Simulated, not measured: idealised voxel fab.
Presented below is a process module, voxel fin reveal.
Xsec cut, 215 nm wide, square cell size 5 nm.
Reading order for cross-sections: top band down to bottom band. Underlying form: a grid of square cells. Band size: one or more rows of cells. Basically the band line says how high the top is and how high the bottom is, in nm, and then what's in it from left to right, every material with its width in nm. Empty space shows up as "empty", and if a single material carries "full width" it runs the full band edge to edge. Measure heights from 0. That's the level where, below it, the as-received wafer is all one material. The lowest band is bottomless and extends downward; write it as in "0..down". Quick explanation for "30->40": the width changes in equal steps down the rows of cells, from the first number in the band's top row to the second number in its bottom row. Basically "no modification" means that step didn't change any cell in the cross-section. In "Closed voids list" the enclosed voids are listed, meaning empty spaces of 8 cells or larger without any opening to the top. The form is width x height at distance, distance from the left edge, units nm. Heads up: the bit after the settings on a step's line is the simulator's remark on that step. The optional step-line setting "overlay nm" applies to steps with a mask and quantifies how far to the right of its planned location the mask lay, a negative value indicating leftward placement.

LISTED BELOW ARE THE PROCESS STEPS AS PLANNED
1 RECEIVE (material Si)
2 CONFORMAL_DEP (material SiN; thk nm 5)
3 PATTERN (tone cover; mask id FINS; material resist; width nm 15; pitch nm 40; thk nm 15; overlay nm 0)
4 DIRECTIONAL_ETCH (etch materials SiN; depth nm 5)
5 DIRECTIONAL_ETCH (etch materials Si; depth nm 40)
6 STRIP (etch materials resist)
7 FILL_DEP (material SiO2; thk nm 15)
8 CMP (height nm 5)
9 SELECTIVE_ETCH (etch materials SiO2; depth nm 15)
10 STRIP (etch materials SiN)

CROSS-SECTION OF THE INCOMING WAFER, STATE AFTER STEP 1
    0..down | Si full width
    Closed voids list: none

FIRST OF TWO WAFERS, END-OF-MODULE SECTION, RUN FOLLOWED PLAN
    0..-10 | empty=60  Si=15  empty=25  Si=15  empty=25  Si=15  empty=60
    -10..-40 | SiO2=60  Si=15  SiO2=25  Si=15  SiO2=25  Si=15  SiO2=60
    -40..down | Si full width
    Closed voids list: none

CROSS-SECTIONAL VIEW OF THE SECOND OF TWO WAFERS UPON COMPLETION OF THE MODULE. THIS WAFER SHARED ITS STARTING CONDITION AND PROCESS PLAN WITH THE FIRST; ONE ERROR WAS MADE DURING ITS EXECUTION
    5..0 | empty=60  SiN=15  empty=25  SiN=15  empty=25  SiN=15  empty=60
    0..-40 | empty=60  Si=15  empty=25  Si=15  empty=25  Si=15  empty=60
    -40..down | Si full width
    Closed voids list: none
Deviation noted in wafer processing: step 10 did not happen as planned, as run it was STRIP (etch materials SiO2)
Heads up, by the end the second wafer has more or fewer cells of some materials compared to the first: SiN +9, SiO2 -204
